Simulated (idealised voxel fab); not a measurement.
Presented below is a process module, voxel air gaps.
cross-section cut | 215 nm wide | cells 5 nm
Cross-section layout: square cells on a grid; listed as bands, top to bottom; a band spans one or more cell rows.
Each band's line starts with the height of the band's top and of its bottom, in nm. Then come its materials from left to right, each with its width in nm. One material with "edge to edge" fills the band from edge to edge. "air" is empty space.
Counting heights begins at 0, where everything beneath is, in the wafer as received, one material. The lowest band has no bottom; it goes on downwards, as "top 0, no bottom" shows.
A width given as "30 to 40" starts at the first number in the band's top row and ends at the second number in its bottom row, shifting by an equal amount at every step from row to row.
No cell of the cross-section changed in a step that is given as "no change occurred".
"Encapsulated voids" lists enclosed empty spaces (at least 8 cells, no open path upward to the top), each as width x height at distance from the left edge, in nm.
Past the settings on a step's line: simulator remark, on that step.
Among the settings permitted on a step's line is "overlay nm"; applied to a step with a mask, it specifies the extent to which the mask lay to the right of its planned position, whereas a negative figure signifies a position to the left.
PLANNED STEP LIST FOR THE PROCESS
| 1 | RECEIVE (material Si) |
| 2 | CONFORMAL_DEP (material SiO2; thk nm 10) |
| 3 | CONFORMAL_DEP (material SiCN; thk nm 5) |
| 4 | DIRECTIONAL_DEP (material lowk; thk nm 40) |
| 5 | DIRECTIONAL_DEP (material aC; thk nm 10) |
| 6 | PATTERN (tone open; mask id LINES; material resist; width nm 20; pitch nm 50; thk nm 30; overlay nm 0) |
| 7 | DIRECTIONAL_ETCH (etch materials aC; depth nm 10) |
| 8 | STRIP (etch materials resist) |
| 9 | DIRECTIONAL_ETCH (etch materials lowk; depth nm 40) |
| 10 | STRIP (etch materials aC) |
| 11 | CONFORMAL_DEP (material TiN; thk nm 5) |
| 12 | FILL_DEP (material Cu; thk nm 5) |
| 13 | CMP (height nm 55) |
| 14 | EPI (material Ru; thk nm 10) |
| 15 | SELECTIVE_ETCH (etch materials lowk; depth nm 50) |
| 16 | CONFORMAL_DEP (material SiCN; thk nm 5) |
CROSS-SECTIONAL VIEW OF THE WAFER IN ITS AS-RECEIVED CONDITION, CORRESPONDING TO THE STATE AFTER STEP 1
- top 0, no bottom = Si edge to edge
- Encapsulated voids: none
THE FIRST OF TWO WAFERS, CROSS-SECTIONED AT THE END OF THE MODULE, WITH THE RUN PROCEEDING AS PLANNED
- top 70, bottom 65 = 30 of air; 150 of SiCN; 35 of air
- top 65, bottom 55 = 30 of air; 5 of SiCN; 40 of Ru; 10 of SiCN; 40 of Ru; 10 of SiCN; 40 of Ru; 5 of SiCN; 35 of air
- top 55, bottom 50 = 30 of air; 15 of SiCN; 5 of TiN; 10 of Cu; 5 of TiN; 30 of SiCN; 5 of TiN; 10 of Cu; 5 of TiN; 30 of SiCN; 5 of TiN; 10 of Cu; 5 of TiN; 15 of SiCN; 35 of air
- top 50, bottom 20 = 40 of air; 5 of SiCN; 5 of TiN; 10 of Cu; 5 of TiN; 5 of SiCN; 20 of air; 5 of SiCN; 5 of TiN; 10 of Cu; 5 of TiN; 5 of SiCN; 20 of air; 5 of SiCN; 5 of TiN; 10 of Cu; 5 of TiN; 5 of SiCN; 45 of air
- top 20, bottom 15 = 45 of SiCN; 20 of TiN; 30 of SiCN; 20 of TiN; 30 of SiCN; 20 of TiN; 50 of SiCN
- top 15, bottom 10 = SiCN edge to edge
- top 10, bottom 0 = SiO2 edge to edge
- top 0, no bottom = Si edge to edge
- Encapsulated voids: 20 x 30 at 70; 20 x 30 at 120
HERE IS THE SECOND OF THE TWO WAFERS CUT OPEN AT THE END OF THE MODULE - SAME START, SAME PLAN AS THE FIRST ONE, BUT WE MADE ONE MISTAKE RUNNING IT
- top 80, bottom 75 = 20 of air; 170 of SiCN; 25 of air
- top 75, bottom 55 = 20 of air; 5 of SiCN; 160 of Ru; 5 of SiCN; 25 of air
- top 55, bottom 50 = 20 of air; 25 of SiCN; 5 of TiN; 10 of Cu; 5 of TiN; 30 of lowk; 5 of TiN; 10 of Cu; 5 of TiN; 30 of lowk; 5 of TiN; 10 of Cu; 5 of TiN; 25 of SiCN; 25 of air
- top 50, bottom 20 = 40 of air; 5 of SiCN; 5 of TiN; 10 of Cu; 5 of TiN; 30 of lowk; 5 of TiN; 10 of Cu; 5 of TiN; 30 of lowk; 5 of TiN; 10 of Cu; 5 of TiN; 5 of SiCN; 45 of air
- top 20, bottom 15 = 45 of SiCN; 20 of TiN; 30 of lowk; 20 of TiN; 30 of lowk; 20 of TiN; 50 of SiCN
- top 15, bottom 10 = SiCN edge to edge
- top 10, bottom 0 = SiO2 edge to edge
- top 0, no bottom = Si edge to edge
- Encapsulated voids: none
What broke from the plan during processing? step 14, plan: ran twice
at the end the second wafer has, in cells: 80 more of Ru | 44 fewer of SiCN | 96 more of lowk
End state: 2 closed voids on the first wafer, 0 on the second.
